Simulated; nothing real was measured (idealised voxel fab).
Process module in this document: voxel fin reveal
FYI the section here is cut, 295 nm wide, cells are 5 nm squares.
A cross-section in this document is a grid of square cells, and it is written down as bands, the top band listed before the ones below it; a band is made up of one or more rows of cells.
In this notation a band is specified by the heights of its top and bottom, in that order and in nm, after which its materials appear from left to right, each paired with its width in nm. The word "everywhere" attached to a single material means that material fills the band from edge to edge; the word "air" stands for empty space.
All heights in this document are referenced to 0, defined as the level beneath which the wafer, as received, consists entirely of one material. The lowest band is not bounded below; it extends indefinitely downward and is written in the form "0 nm and below".
When a width is written as two numbers, as in "30..40", the first number is the width in the top row of cells of the band and the second is the width in its bottom row, and the width changes by the same amount from each row to the next.
"no modification" (step): cross-section cells unchanged, all of them.
Voids not open to the top, 8 cells minimum: see "Fully enclosed voids". Written width x height at distance; distance is from the left edge; nm.
after a step's settings: what the simulator itself notes on the step
"overlay nm" denotes, for a step that has a mask, the displacement of the mask to the right of its planned place, with negative values corresponding to the left.
### Here's what the planned process steps look like
1,RECEIVE with material Si
2,CONFORMAL_DEP with material SiN, thk nm 10
3,DIRECTIONAL_DEP with material aC, thk nm 10
4,PATTERN with tone cover, mask id FINS, material resist, width nm 15, pitch nm 45, thk nm 30, overlay nm 0
5,DIRECTIONAL_ETCH with etch materials aC, depth nm 10
6,STRIP with etch materials resist
7,DIRECTIONAL_ETCH with etch materials SiN, depth nm 10
8,DIRECTIONAL_ETCH with etch materials Si, depth nm 40
9,STRIP with etch materials aC
10,FILL_DEP with material SiO2, thk nm 5
11,CMP with height nm 10
12,SELECTIVE_ETCH with etch materials SiO2, depth nm 25
13,STRIP with etch materials SiN
### Received-state cross-section, reflecting completion of step 1
> 0 nm and below = Si everywhere
> Fully enclosed voids: none
### Wafer cross-section at end of module: start and plan as shown above, one execution error
> 0 nm to -15 nm = air 70 / Si 15 / air 30 / Si 15 / air 30 / Si 15 / air 30 / Si 15 / air 75
> -15 nm to -25 nm = SiO2 45 / air 25 / Si 15 / air 30 / Si 15 / air 30 / Si 15 / air 30 / Si 15 / air 25 / SiO2 50
> -25 nm to -40 nm = SiO2 70 / Si 15 / SiO2 30 / Si 15 / SiO2 30 / Si 15 / SiO2 30 / Si 15 / SiO2 75
> -40 nm and below = Si everywhere
> Fully enclosed voids: none
What was done differently from what was planned? the run placed steps 12 and 13 each in the position the plan gave to the other
